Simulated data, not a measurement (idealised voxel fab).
Presented below is a process module, voxel wiring stack.
Square cells of 5 nm make up the cross-section cut, whose width is 300 nm.
Notation: cross-section as square-cell grid; stated in bands, top first, going down; one or more cell rows per band.
The band entry comprises the height of the band's top followed by the height of its bottom, expressed in nm, and subsequently the band's materials from left to right, each stated together with its width in nm. Where a single material is marked with the word "everywhere", that material fills the band from edge to edge. The word "blank" represents empty space.
Zero point of the height axis is 0; under it, received wafer = one material. Lowest band: continues down indefinitely, "z 0 and below".
Width "30..40": first value at the band's top row of cells, second value at its bottom row, equal change from row to row.
"nothing altered" -> step changed no cross-section cell.
The list in "Unvented cavities" covers empty spaces of 8 cells or more that cannot reach the top through any open way, and it gives each as width x height at distance; the distance is from the left edge, and width, height and distance are in nm.
Formally, on a step line, whatever follows the settings is a remark that the simulator itself makes on the step.
Each step line may optionally specify "overlay nm", which for a step with a mask gives the rightward distance between the mask's planned place and where it lay, a negative value indicating the leftward direction.

SO HERE'S THE LINEUP OF PROCESS STEPS WE PLANNED
1: op RECEIVE | material Si
2: op CONFORMAL_DEP | material SiO2 | thk nm 15
3: op DIRECTIONAL_DEP | material TiN | thk nm 5
4: op DIRECTIONAL_DEP | material Ru | thk nm 25
5: op PATTERN | tone cover | mask id METAL_1 | material resist | width nm 20 | pitch nm 35 | thk nm 20 | overlay nm 0
6: op DIRECTIONAL_ETCH | etch materials Ru | depth nm 25
7: op DIRECTIONAL_ETCH | etch materials TiN | depth nm 5
8: op STRIP | etch materials resist
9: op FILL_DEP | material SiO2 | thk nm 5
10: op CMP | height nm 45
11: op CONFORMAL_DEP | material SiCN | thk nm 5
12: op DIRECTIONAL_DEP | material SiO2 | thk nm 30
13: op PATTERN | tone open | mask id METAL_2_HOLES | material resist | width nm 15 | pitch nm 35 | thk nm 20 | overlay nm 0
14: op DIRECTIONAL_ETCH | etch materials SiO2 | depth nm 30
15: op STRIP | etch materials resist
16: op PATTERN | tone open | mask id METAL_2 | material resist | width nm 20 | pitch nm 35 | thk nm 20 | overlay nm 0
17: op DIRECTIONAL_ETCH | etch materials SiO2 | depth nm 15
18: op DIRECTIONAL_ETCH | etch materials SiCN | depth nm 5
19: op STRIP | etch materials resist
20: op CONFORMAL_DEP | material TiN | thk nm 5
21: op FILL_DEP | material Cu | thk nm 10
22: op CMP | height nm 80
23: op CONFORMAL_DEP | material SiCN | thk nm 5
24: op DIRECTIONAL_DEP | material SiO2 | thk nm 10
25: op MASKED_ETCH | tone open | mask id PLUG_2 | width nm 15 | pitch nm 35 | etch materials SiO2 | depth nm 10 | overlay nm 0
26: op MASKED_ETCH | tone open | mask id PLUG_2 | width nm 15 | pitch nm 35 | etch materials SiCN | depth nm 5 | overlay nm 0
27: op EPI | material Ru | thk nm 10
28: op EPI | material Ru | thk nm 5
29: op DIRECTIONAL_DEP | material TiN | thk nm 5
30: op DIRECTIONAL_DEP | material Ru | thk nm 20
31: op MASKED_ETCH | tone cover | mask id METAL_3 | width nm 20 | pitch nm 35 | etch materials Ru | depth nm 20 | overlay nm 0
32: op MASKED_ETCH | tone cover | mask id METAL_3 | width nm 20 | pitch nm 35 | etch materials TiN | depth nm 5 | overlay nm 0
33: op FILL_DEP | material SiO2 | thk nm 10
34: op CMP | height nm 120
35: op CONFORMAL_DEP | material SiCN | thk nm 5
36: op DIRECTIONAL_DEP | material SiO2 | thk nm 20
37: op DIRECTIONAL_DEP | material aC | thk nm 10
38: op PATTERN | tone open | mask id PLUG_3 | material resist | width nm 15 | pitch nm 35 | thk nm 25 | overlay nm 0
39: op DIRECTIONAL_ETCH | etch materials aC | depth nm 10
40: op STRIP | etch materials resist
41: op DIRECTIONAL_ETCH | etch materials SiO2 | depth nm 20
42: op DIRECTIONAL_ETCH | etch materials SiCN | depth nm 5
43: op STRIP | etch materials aC
44: op CONFORMAL_DEP | material TiN | thk nm 5
45: op FILL_DEP | material Cu | thk nm 10
46: op CMP | height nm 145
47: op DIRECTIONAL_DEP | material TiN | thk nm 5
48: op DIRECTIONAL_DEP | material W | thk nm 25
49: op MASKED_ETCH | tone cover | mask id METAL_4 | width nm 20 | pitch nm 35 | etch materials W | depth nm 25 | overlay nm 0
50: op MASKED_ETCH | tone cover | mask id METAL_4 | width nm 20 | pitch nm 35 | etch materials TiN | depth nm 5 | overlay nm 0
51: op CONFORMAL_DEP | material SiN | thk nm 5
52: op FILL_DEP | material lowk | thk nm 5
53: op CMP | height nm 175
54: op CONFORMAL_DEP | material SiN | thk nm 5

FIRST OUT OF TWO WAFERS; RUN WENT TO PLAN

CROSS-SECTIONAL VIEW OF THE WAFER IN ITS AS-RECEIVED CONDITION, CORRESPONDING TO THE STATE AFTER STEP 1
    z 0 and below: Si everywhere
    Unvented cavities: none

AFTER STEP 2: WAFER CROSS-SECTION
    z 15 to 0: SiO2 everywhere
    Below 0 it's all the same as before, nothing changed down there.

AFTER STEP 3: WAFER CROSS-SECTION
    z 20 to 15: TiN everywhere
    Below 15 it's all the same as before, nothing changed down there.

AFTER STEP 4: WAFER CROSS-SECTION
    z 45 to 20: Ru everywhere
    Below 20 it's all the same as before, nothing changed down there.

AFTER STEP 5: WAFER CROSS-SECTION
    z 65 to 45: 85 nm blank  20 nm resist  15 nm blank  20 nm resist  15 nm blank  20 nm resist  15 nm blank  20 nm resist  90 nm blank
    Below 45 it's all the same as before, nothing changed down there.

AFTER STEP 6: WAFER CROSS-SECTION
    z 65 to 45: 85 nm blank  20 nm resist  15 nm blank  20 nm resist  15 nm blank  20 nm resist  15 nm blank  20 nm resist  90 nm blank
    z 45 to 20: 85 nm blank  20 nm Ru  15 nm blank  20 nm Ru  15 nm blank  20 nm Ru  15 nm blank  20 nm Ru  90 nm blank
    Below 20 it's all the same as before, nothing changed down there.

AFTER STEP 7: WAFER CROSS-SECTION
    z 65 to 45: 85 nm blank  20 nm resist  15 nm blank  20 nm resist  15 nm blank  20 nm resist  15 nm blank  20 nm resist  90 nm blank
    z 45 to 20: 85 nm blank  20 nm Ru  15 nm blank  20 nm Ru  15 nm blank  20 nm Ru  15 nm blank  20 nm Ru  90 nm blank
    z 20 to 15: 85 nm blank  20 nm TiN  15 nm blank  20 nm TiN  15 nm blank  20 nm TiN  15 nm blank  20 nm TiN  90 nm blank
    Below 15 it's all the same as before, nothing changed down there.

AFTER STEP 8: WAFER CROSS-SECTION
    z 45 to 20: 85 nm blank  20 nm Ru  15 nm blank  20 nm Ru  15 nm blank  20 nm Ru  15 nm blank  20 nm Ru  90 nm blank
    Below 20 it's all the same as before, nothing changed down there.

AFTER STEP 9: WAFER CROSS-SECTION
    z 50 to 45: SiO2 everywhere
    z 45 to 20: 85 nm SiO2  20 nm Ru  15 nm SiO2  20 nm Ru  15 nm SiO2  20 nm Ru  15 nm SiO2  20 nm Ru  90 nm SiO2
    z 20 to 15: 85 nm SiO2  20 nm TiN  15 nm SiO2  20 nm TiN  15 nm SiO2  20 nm TiN  15 nm SiO2  20 nm TiN  90 nm SiO2
    Below 15 it's all the same as before, nothing changed down there.

AFTER STEP 10: WAFER CROSS-SECTION
    z 45 to 20: 85 nm SiO2  20 nm Ru  15 nm SiO2  20 nm Ru  15 nm SiO2  20 nm Ru  15 nm SiO2  20 nm Ru  90 nm SiO2
    Below 20 it's all the same as before, nothing changed down there.

AFTER STEP 11: WAFER CROSS-SECTION
    z 50 to 45: SiCN everywhere
    Below 45 it's all the same as before, nothing changed down there.

AFTER STEP 12: WAFER CROSS-SECTION
    z 80 to 50: SiO2 everywhere
    Below 50 it's all the same as before, nothing changed down there.

AFTER STEP 13: WAFER CROSS-SECTION
    z 100 to 80: 85 nm resist  15 nm blank  20 nm resist  15 nm blank  20 nm resist  15 nm blank  20 nm resist  15 nm blank  95 nm resist
    Below 80 it's all the same as before, nothing changed down there.

AFTER STEP 14: WAFER CROSS-SECTION
    z 100 to 80: 85 nm resist  15 nm blank  20 nm resist  15 nm blank  20 nm resist  15 nm blank  20 nm resist  15 nm blank  95 nm resist
    z 80 to 50: 85 nm SiO2  15 nm blank  20 nm SiO2  15 nm blank  20 nm SiO2  15 nm blank  20 nm SiO2  15 nm blank  95 nm SiO2
    Below 50 it's all the same as before, nothing changed down there.

AFTER STEP 15: WAFER CROSS-SECTION
    z 80 to 50: 85 nm SiO2  15 nm blank  20 nm SiO2  15 nm blank  20 nm SiO2  15 nm blank  20 nm SiO2  15 nm blank  95 nm SiO2
    Below 50 it's all the same as before, nothing changed down there.

AFTER STEP 16: WAFER CROSS-SECTION
    z 100 to 80: 85 nm resist  20 nm blank  15 nm resist  20 nm blank  15 nm resist  20 nm blank  15 nm resist  20 nm blank  90 nm resist
    Below 80 it's all the same as before, nothing changed down there.

AFTER STEP 17: WAFER CROSS-SECTION
    z 100 to 80: 85 nm resist  20 nm blank  15 nm resist  20 nm blank  15 nm resist  20 nm blank  15 nm resist  20 nm blank  90 nm resist
    z 80 to 65: 85 nm SiO2  20 nm blank  15 nm SiO2  20 nm blank  15 nm SiO2  20 nm blank  15 nm SiO2  20 nm blank  90 nm SiO2
    Below 65 it's all the same as before, nothing changed down there.

AFTER STEP 18: WAFER CROSS-SECTION
    z 100 to 80: 85 nm resist  20 nm blank  15 nm resist  20 nm blank  15 nm resist  20 nm blank  15 nm resist  20 nm blank  90 nm resist
    z 80 to 65: 85 nm SiO2  20 nm blank  15 nm SiO2  20 nm blank  15 nm SiO2  20 nm blank  15 nm SiO2  20 nm blank  90 nm SiO2
    z 65 to 50: 85 nm SiO2  15 nm blank  20 nm SiO2  15 nm blank  20 nm SiO2  15 nm blank  20 nm SiO2  15 nm blank  95 nm SiO2
    z 50 to 45: 85 nm SiCN  15 nm blank  20 nm SiCN  15 nm blank  20 nm SiCN  15 nm blank  20 nm SiCN  15 nm blank  95 nm SiCN
    Below 45 it's all the same as before, nothing changed down there.

AFTER STEP 19: WAFER CROSS-SECTION
    z 80 to 65: 85 nm SiO2  20 nm blank  15 nm SiO2  20 nm blank  15 nm SiO2  20 nm blank  15 nm SiO2  20 nm blank  90 nm SiO2
    Below 65 it's all the same as before, nothing changed down there.

AFTER STEP 20: WAFER CROSS-SECTION
    z 85 to 80: 90 nm TiN  10 nm blank  25 nm TiN  10 nm blank  25 nm TiN  10 nm blank  25 nm TiN  10 nm blank  95 nm TiN
    z 80 to 70: 85 nm SiO2  5 nm TiN  10 nm blank  5 nm TiN  15 nm SiO2  5 nm TiN  10 nm blank  5 nm TiN  15 nm SiO2  5 nm TiN  10 nm blank  5 nm TiN  15 nm SiO2  5 nm TiN  10 nm blank  5 nm TiN  90 nm SiO2
    z 70 to 65: 85 nm SiO2  5 nm TiN  5 nm blank  10 nm TiN  15 nm SiO2  5 nm TiN  5 nm blank  10 nm TiN  15 nm SiO2  5 nm TiN  5 nm blank  10 nm TiN  15 nm SiO2  5 nm TiN  5 nm blank  10 nm TiN  90 nm SiO2
    z 65 to 50: 85 nm SiO2  5 nm TiN  5 nm blank  5 nm TiN  20 nm SiO2  5 nm TiN  5 nm blank  5 nm TiN  20 nm SiO2  5 nm TiN  5 nm blank  5 nm TiN  20 nm SiO2  5 nm TiN  5 nm blank  5 nm TiN  95 nm SiO2
    z 50 to 45: 85 nm SiCN  15 nm TiN  20 nm SiCN  15 nm TiN  20 nm SiCN  15 nm TiN  20 nm SiCN  15 nm TiN  95 nm SiCN
    Below 45 it's all the same as before, nothing changed down there.

AFTER STEP 21: WAFER CROSS-SECTION
    z 95 to 85: Cu everywhere
    z 85 to 80: 90 nm TiN  10 nm Cu  25 nm TiN  10 nm Cu  25 nm TiN  10 nm Cu  25 nm TiN  10 nm Cu  95 nm TiN
    z 80 to 70: 85 nm SiO2  5 nm TiN  10 nm Cu  5 nm TiN  15 nm SiO2  5 nm TiN  10 nm Cu  5 nm TiN  15 nm SiO2  5 nm TiN  10 nm Cu  5 nm TiN  15 nm SiO2  5 nm TiN  10 nm Cu  5 nm TiN  90 nm SiO2
    z 70 to 65: 85 nm SiO2  5 nm TiN  5 nm Cu  10 nm TiN  15 nm SiO2  5 nm TiN  5 nm Cu  10 nm TiN  15 nm SiO2  5 nm TiN  5 nm Cu  10 nm TiN  15 nm SiO2  5 nm TiN  5 nm Cu  10 nm TiN  90 nm SiO2
    z 65 to 50: 85 nm SiO2  5 nm TiN  5 nm Cu  5 nm TiN  20 nm SiO2  5 nm TiN  5 nm Cu  5 nm TiN  20 nm SiO2  5 nm TiN  5 nm Cu  5 nm TiN  20 nm SiO2  5 nm TiN  5 nm Cu  5 nm TiN  95 nm SiO2
    Below 50 it's all the same as before, nothing changed down there.

AFTER STEP 22: WAFER CROSS-SECTION
    z 80 to 70: 85 nm SiO2  5 nm TiN  10 nm Cu  5 nm TiN  15 nm SiO2  5 nm TiN  10 nm Cu  5 nm TiN  15 nm SiO2  5 nm TiN  10 nm Cu  5 nm TiN  15 nm SiO2  5 nm TiN  10 nm Cu  5 nm TiN  90 nm SiO2
    Below 70 it's all the same as before, nothing changed down there.

AFTER STEP 23: WAFER CROSS-SECTION
    z 85 to 80: SiCN everywhere
    Below 80 it's all the same as before, nothing changed down there.

AFTER STEP 24: WAFER CROSS-SECTION
    z 95 to 85: SiO2 everywhere
    Below 85 it's all the same as before, nothing changed down there.

AFTER STEP 25: WAFER CROSS-SECTION
    z 95 to 85: 85 nm SiO2  15 nm blank  20 nm SiO2  15 nm blank  20 nm SiO2  15 nm blank  20 nm SiO2  15 nm blank  95 nm SiO2
    Below 85 it's all the same as before, nothing changed down there.

AFTER STEP 26: WAFER CROSS-SECTION
    z 95 to 85: 85 nm SiO2  15 nm blank  20 nm SiO2  15 nm blank  20 nm SiO2  15 nm blank  20 nm SiO2  15 nm blank  95 nm SiO2
    z 85 to 80: 85 nm SiCN  15 nm blank  20 nm SiCN  15 nm blank  20 nm SiCN  15 nm blank  20 nm SiCN  15 nm blank  95 nm SiCN
    Below 80 it's all the same as before, nothing changed down there.

AFTER STEP 27: WAFER CROSS-SECTION
    z 95 to 90: 85 nm SiO2  15 nm blank  20 nm SiO2  15 nm blank  20 nm SiO2  15 nm blank  20 nm SiO2  15 nm blank  95 nm SiO2
    z 90 to 85: 85 nm SiO2  15 nm Ru  20 nm SiO2  15 nm Ru  20 nm SiO2  15 nm Ru  20 nm SiO2  15 nm Ru  95 nm SiO2
    z 85 to 80: 85 nm SiCN  15 nm Ru  20 nm SiCN  15 nm Ru  20 nm SiCN  15 nm Ru  20 nm SiCN  15 nm Ru  95 nm SiCN
    Below 80 it's all the same as before, nothing changed down there.

AFTER STEP 28: WAFER CROSS-SECTION
    z 95 to 85: 85 nm SiO2  15 nm Ru  20 nm SiO2  15 nm Ru  20 nm SiO2  15 nm Ru  20 nm SiO2  15 nm Ru  95 nm SiO2
    Below 85 it's all the same as before, nothing changed down there.

AFTER STEP 29: WAFER CROSS-SECTION
    z 100 to 95: TiN everywhere
    Below 95 it's all the same as before, nothing changed down there.

AFTER STEP 30: WAFER CROSS-SECTION
    z 120 to 100: Ru everywhere
    Below 100 it's all the same as before, nothing changed down there.

AFTER STEP 31: WAFER CROSS-SECTION
    z 120 to 100: 85 nm blank  20 nm Ru  15 nm blank  20 nm Ru  15 nm blank  20 nm Ru  15 nm blank  20 nm Ru  90 nm blank
    Below 100 it's all the same as before, nothing changed down there.

AFTER STEP 32: WAFER CROSS-SECTION
    z 120 to 100: 85 nm blank  20 nm Ru  15 nm blank  20 nm Ru  15 nm blank  20 nm Ru  15 nm blank  20 nm Ru  90 nm blank
    z 100 to 95: 85 nm blank  20 nm TiN  15 nm blank  20 nm TiN  15 nm blank  20 nm TiN  15 nm blank  20 nm TiN  90 nm blank
    Below 95 it's all the same as before, nothing changed down there.

AFTER STEP 33: WAFER CROSS-SECTION
    z 130 to 120: SiO2 everywhere
    z 120 to 100: 85 nm SiO2  20 nm Ru  15 nm SiO2  20 nm Ru  15 nm SiO2  20 nm Ru  15 nm SiO2  20 nm Ru  90 nm SiO2
    z 100 to 95: 85 nm SiO2  20 nm TiN  15 nm SiO2  20 nm TiN  15 nm SiO2  20 nm TiN  15 nm SiO2  20 nm TiN  90 nm SiO2
    Below 95 it's all the same as before, nothing changed down there.

AFTER STEP 34: WAFER CROSS-SECTION
    z 120 to 100: 85 nm SiO2  20 nm Ru  15 nm SiO2  20 nm Ru  15 nm SiO2  20 nm Ru  15 nm SiO2  20 nm Ru  90 nm SiO2
    Below 100 it's all the same as before, nothing changed down there.

AFTER STEP 35: WAFER CROSS-SECTION
    z 125 to 120: SiCN everywhere
    Below 120 it's all the same as before, nothing changed down there.

AFTER STEP 36: WAFER CROSS-SECTION
    z 145 to 125: SiO2 everywhere
    Below 125 it's all the same as before, nothing changed down there.

AFTER STEP 37: WAFER CROSS-SECTION
    z 155 to 145: aC everywhere
    Below 145 it's all the same as before, nothing changed down there.

AFTER STEP 38: WAFER CROSS-SECTION
    z 180 to 155: 85 nm resist  15 nm blank  20 nm resist  15 nm blank  20 nm resist  15 nm blank  20 nm resist  15 nm blank  95 nm resist
    Below 155 it's all the same as before, nothing changed down there.

AFTER STEP 39: WAFER CROSS-SECTION
    z 170 to 155: 85 nm resist  15 nm blank  20 nm resist  15 nm blank  20 nm resist  15 nm blank  20 nm resist  15 nm blank  95 nm resist
    z 155 to 145: 85 nm aC  15 nm blank  20 nm aC  15 nm blank  20 nm aC  15 nm blank  20 nm aC  15 nm blank  95 nm aC
    Below 145 it's all the same as before, nothing changed down there.

AFTER STEP 40: WAFER CROSS-SECTION
    z 155 to 145: 85 nm aC  15 nm blank  20 nm aC  15 nm blank  20 nm aC  15 nm blank  20 nm aC  15 nm blank  95 nm aC
    Below 145 it's all the same as before, nothing changed down there.

AFTER STEP 41: WAFER CROSS-SECTION
    z 155 to 145: 85 nm aC  15 nm blank  20 nm aC  15 nm blank  20 nm aC  15 nm blank  20 nm aC  15 nm blank  95 nm aC
    z 145 to 125: 85 nm SiO2  15 nm blank  20 nm SiO2  15 nm blank  20 nm SiO2  15 nm blank  20 nm SiO2  15 nm blank  95 nm SiO2
    Below 125 it's all the same as before, nothing changed down there.

AFTER STEP 42: WAFER CROSS-SECTION
    z 155 to 145: 85 nm aC  15 nm blank  20 nm aC  15 nm blank  20 nm aC  15 nm blank  20 nm aC  15 nm blank  95 nm aC
    z 145 to 125: 85 nm SiO2  15 nm blank  20 nm SiO2  15 nm blank  20 nm SiO2  15 nm blank  20 nm SiO2  15 nm blank  95 nm SiO2
    z 125 to 120: 85 nm SiCN  15 nm blank  20 nm SiCN  15 nm blank  20 nm SiCN  15 nm blank  20 nm SiCN  15 nm blank  95 nm SiCN
    Below 120 it's all the same as before, nothing changed down there.

AFTER STEP 43: WAFER CROSS-SECTION
    z 145 to 125: 85 nm SiO2  15 nm blank  20 nm SiO2  15 nm blank  20 nm SiO2  15 nm blank  20 nm SiO2  15 nm blank  95 nm SiO2
    Below 125 it's all the same as before, nothing changed down there.

AFTER STEP 44: WAFER CROSS-SECTION
    z 150 to 145: 90 nm TiN  5 nm blank  30 nm TiN  5 nm blank  30 nm TiN  5 nm blank  30 nm TiN  5 nm blank  100 nm TiN
    z 145 to 125: 85 nm SiO2  5 nm TiN  5 nm blank  5 nm TiN  20 nm SiO2  5 nm TiN  5 nm blank  5 nm TiN  20 nm SiO2  5 nm TiN  5 nm blank  5 nm TiN  20 nm SiO2  5 nm TiN  5 nm blank  5 nm TiN  95 nm SiO2
    z 125 to 120: 85 nm SiCN  15 nm TiN  20 nm SiCN  15 nm TiN  20 nm SiCN  15 nm TiN  20 nm SiCN  15 nm TiN  95 nm SiCN
    Below 120 it's all the same as before, nothing changed down there.

AFTER STEP 45: WAFER CROSS-SECTION
    z 160 to 150: Cu everywhere
    z 150 to 145: 90 nm TiN  5 nm Cu  30 nm TiN  5 nm Cu  30 nm TiN  5 nm Cu  30 nm TiN  5 nm Cu  100 nm TiN
    z 145 to 125: 85 nm SiO2  5 nm TiN  5 nm Cu  5 nm TiN  20 nm SiO2  5 nm TiN  5 nm Cu  5 nm TiN  20 nm SiO2  5 nm TiN  5 nm Cu  5 nm TiN  20 nm SiO2  5 nm TiN  5 nm Cu  5 nm TiN  95 nm SiO2
    Below 125 it's all the same as before, nothing changed down there.

AFTER STEP 46: WAFER CROSS-SECTION
    z 145 to 125: 85 nm SiO2  5 nm TiN  5 nm Cu  5 nm TiN  20 nm SiO2  5 nm TiN  5 nm Cu  5 nm TiN  20 nm SiO2  5 nm TiN  5 nm Cu  5 nm TiN  20 nm SiO2  5 nm TiN  5 nm Cu  5 nm TiN  95 nm SiO2
    Below 125 it's all the same as before, nothing changed down there.

AFTER STEP 47: WAFER CROSS-SECTION
    z 150 to 145: TiN everywhere
    Below 145 it's all the same as before, nothing changed down there.

AFTER STEP 48: WAFER CROSS-SECTION
    z 175 to 150: W everywhere
    Below 150 it's all the same as before, nothing changed down there.

AFTER STEP 49: WAFER CROSS-SECTION
    z 175 to 150: 85 nm blank  20 nm W  15 nm blank  20 nm W  15 nm blank  20 nm W  15 nm blank  20 nm W  90 nm blank
    Below 150 it's all the same as before, nothing changed down there.

AFTER STEP 50: WAFER CROSS-SECTION
    z 175 to 150: 85 nm blank  20 nm W  15 nm blank  20 nm W  15 nm blank  20 nm W  15 nm blank  20 nm W  90 nm blank
    z 150 to 145: 85 nm blank  20 nm TiN  15 nm blank  20 nm TiN  15 nm blank  20 nm TiN  15 nm blank  20 nm TiN  90 nm blank
    Below 145 it's all the same as before, nothing changed down there.

AFTER STEP 51: WAFER CROSS-SECTION
    z 180 to 175: 80 nm blank  30 nm SiN  5 nm blank  30 nm SiN  5 nm blank  30 nm SiN  5 nm blank  30 nm SiN  85 nm blank
    z 175 to 150: 80 nm blank  5 nm SiN  20 nm W  5 nm SiN  5 nm blank  5 nm SiN  20 nm W  5 nm SiN  5 nm blank  5 nm SiN  20 nm W  5 nm SiN  5 nm blank  5 nm SiN  20 nm W  5 nm SiN  85 nm blank
    z 150 to 145: 85 nm SiN  20 nm TiN  15 nm SiN  20 nm TiN  15 nm SiN  20 nm TiN  15 nm SiN  20 nm TiN  90 nm SiN
    Below 145 it's all the same as before, nothing changed down there.

AFTER STEP 52: WAFER CROSS-SECTION
    z 185 to 180: lowk everywhere
    z 180 to 175: 80 nm lowk  30 nm SiN  5 nm lowk  30 nm SiN  5 nm lowk  30 nm SiN  5 nm lowk  30 nm SiN  85 nm lowk
    z 175 to 150: 80 nm lowk  5 nm SiN  20 nm W  5 nm SiN  5 nm lowk  5 nm SiN  20 nm W  5 nm SiN  5 nm lowk  5 nm SiN  20 nm W  5 nm SiN  5 nm lowk  5 nm SiN  20 nm W  5 nm SiN  85 nm lowk
    Below 150 it's all the same as before, nothing changed down there.

AFTER STEP 53: WAFER CROSS-SECTION
    z 175 to 150: 80 nm lowk  5 nm SiN  20 nm W  5 nm SiN  5 nm lowk  5 nm SiN  20 nm W  5 nm SiN  5 nm lowk  5 nm SiN  20 nm W  5 nm SiN  5 nm lowk  5 nm SiN  20 nm W  5 nm SiN  85 nm lowk
    Below 150 it's all the same as before, nothing changed down there.

AFTER STEP 54: WAFER CROSS-SECTION
    z 180 to 175: SiN everywhere
    Below 175 it's all the same as before, nothing changed down there.

WAFER TWO. SAME START, SAME PLAN, ONE SLIP IN EXECUTION. SAME AS WAFER ONE THROUGH STEP 48, INCLUSIVE

CROSS-SECTION, SECOND WAFER, AT THE END TIME THE PLAN GIVES FOR STEP 49
    z 175 to 150: 90 nm blank  20 nm W  15 nm blank  20 nm W  15 nm blank  20 nm W  15 nm blank  20 nm W  85 nm blank
    Below 150 it's all the same as before, nothing changed down there.

CROSS-SECTION, SECOND WAFER, AT THE END TIME THE PLAN GIVES FOR STEP 50
    z 175 to 150: 90 nm blank  20 nm W  15 nm blank  20 nm W  15 nm blank  20 nm W  15 nm blank  20 nm W  85 nm blank
    z 150 to 145: 85 nm blank  25 nm TiN  10 nm blank  25 nm TiN  10 nm blank  25 nm TiN  10 nm blank  25 nm TiN  85 nm blank
    Below 145 it's all the same as before, nothing changed down there.

CROSS-SECTION, SECOND WAFER, AT THE END TIME THE PLAN GIVES FOR STEP 51
    z 180 to 175: 85 nm blank  30 nm SiN  5 nm blank  30 nm SiN  5 nm blank  30 nm SiN  5 nm blank  30 nm SiN  80 nm blank
    z 175 to 155: 85 nm blank  5 nm SiN  20 nm W  5 nm SiN  5 nm blank  5 nm SiN  20 nm W  5 nm SiN  5 nm blank  5 nm SiN  20 nm W  5 nm SiN  5 nm blank  5 nm SiN  20 nm W  5 nm SiN  80 nm blank
    z 155 to 150: 80 nm blank  10 nm SiN  20 nm W  15 nm SiN  20 nm W  15 nm SiN  20 nm W  15 nm SiN  20 nm W  5 nm SiN  80 nm blank
    z 150 to 145: 85 nm SiN  25 nm TiN  10 nm SiN  25 nm TiN  10 nm SiN  25 nm TiN  10 nm SiN  25 nm TiN  85 nm SiN
    Below 145 it's all the same as before, nothing changed down there.

CROSS-SECTION, SECOND WAFER, AT THE END TIME THE PLAN GIVES FOR STEP 52
    z 185 to 180: lowk everywhere
    z 180 to 175: 85 nm lowk  30 nm SiN  5 nm lowk  30 nm SiN  5 nm lowk  30 nm SiN  5 nm lowk  30 nm SiN  80 nm lowk
    z 175 to 155: 85 nm lowk  5 nm SiN  20 nm W  5 nm SiN  5 nm lowk  5 nm SiN  20 nm W  5 nm SiN  5 nm lowk  5 nm SiN  20 nm W  5 nm SiN  5 nm lowk  5 nm SiN  20 nm W  5 nm SiN  80 nm lowk
    z 155 to 150: 80 nm lowk  10 nm SiN  20 nm W  15 nm SiN  20 nm W  15 nm SiN  20 nm W  15 nm SiN  20 nm W  5 nm SiN  80 nm lowk
    Below 150 it's all the same as before, nothing changed down there.

CROSS-SECTION, SECOND WAFER, AT THE END TIME THE PLAN GIVES FOR STEP 53
    z 175 to 155: 85 nm lowk  5 nm SiN  20 nm W  5 nm SiN  5 nm lowk  5 nm SiN  20 nm W  5 nm SiN  5 nm lowk  5 nm SiN  20 nm W  5 nm SiN  5 nm lowk  5 nm SiN  20 nm W  5 nm SiN  80 nm lowk
    Below 155 it's all the same as before, nothing changed down there.

CROSS-SECTION, SECOND WAFER, AT THE END TIME THE PLAN GIVES FOR STEP 54
    z 180 to 175: SiN everywhere
    Below 175 it's all the same as before, nothing changed down there.
Error vs. plan: so step 49 ended up running with a different setting than we planned, it ran as op MASKED_ETCH | tone cover | mask id METAL_4 | width nm 20 | pitch nm 35 | etch materials W | depth nm 25 | overlay nm 5
Final comparison by cell count, materials where the second wafer has more or fewer than the first: TiN: 4 more, lowk: 4 fewer
